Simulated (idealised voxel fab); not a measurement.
process module | voxel ribs on slabs
cross-section cut | 160 nm wide | cells 5 nm
A cross-section is a grid of square cells, given in bands from the top down. A band is one or more rows of cells.
Each band's line starts with the height of the band's top and of its bottom, in nm. Then come its materials from left to right, each with its width in nm. One material with "throughout" fills the band from edge to edge. "air" is empty space.
Height 0 is the level under which the wafer as received is all one material. The lowest band goes on downwards, as in "0 down".
A width such as "30 to 40" changes by the same amount from each row of cells to the next, from the band's top row to its bottom row.
"no change" after a step means that no cell of the cross-section changed.
closed voids: empty space of 8 cells or more with no open way to the top, each as width x height at its distance from the left edge, in nm
after a step's settings: what the simulator itself notes on the step
overlay nm, on a step with a mask: how far to the right of its planned place the mask lay; to the left if negative
plan
1 op RECEIVE | material Si
2 op DIRECTIONAL_DEP | material SiO2 | thk nm 25
3 op DIRECTIONAL_DEP | material polySi | thk nm 20
4 op MASKED_ETCH | tone cover | mask id RIB | width nm 20 | etch materials polySi | depth nm 5 | overlay nm 0
5 op DIRECTIONAL_DEP | material aC | thk nm 10
6 op PATTERN | tone cover | mask id SLAB | material resist | width nm 50 | thk nm 25 | overlay nm 0
7 op DIRECTIONAL_ETCH | etch materials aC | depth nm 5
8 op STRIP | etch materials resist
9 op DIRECTIONAL_ETCH | etch materials polySi | depth nm 15
10 op STRIP | etch materials aC
11 op FILL_DEP | material SiO2 | thk nm 25
12 op CMP | height nm 60
13 op DIRECTIONAL_DEP | material TiN | thk nm 5
14 op DIRECTIONAL_DEP | material aC | thk nm 15
15 op PATTERN | tone cover | mask id HEATER | material resist | width nm 30 | thk nm 30 | overlay nm 0
16 op DIRECTIONAL_ETCH | etch materials aC | depth nm 15
17 op STRIP | etch materials resist
18 op DIRECTIONAL_ETCH | etch materials TiN | depth nm 5
19 op STRIP | etch materials aC
20 op CONFORMAL_DEP | material SiN | thk nm 10
varied across the wafers: depth nm of step 7. The plan shows the first wafer's value. All wafers start alike
first wafer as received, after step 1
  0 down: Si throughout
  closed voids: none
each wafer at the end: cells of each material gained (+) or lost (-) since it was received, then its closed voids
depth nm 5 | +68 SiN | +284 SiO2 | +6 TiN | +100 polySi | closed voids: none
depth nm 10 | +68 SiN | +350 SiO2 | +6 TiN | +34 polySi | closed voids: none
depth nm 15 | +68 SiN | +350 SiO2 | +6 TiN | +34 polySi | closed voids: none
depth nm 20 | +68 SiN | +350 SiO2 | +6 TiN | +34 polySi | closed voids: none
depth nm 25 | +68 SiN | +350 SiO2 | +6 TiN | +34 polySi | closed voids: none
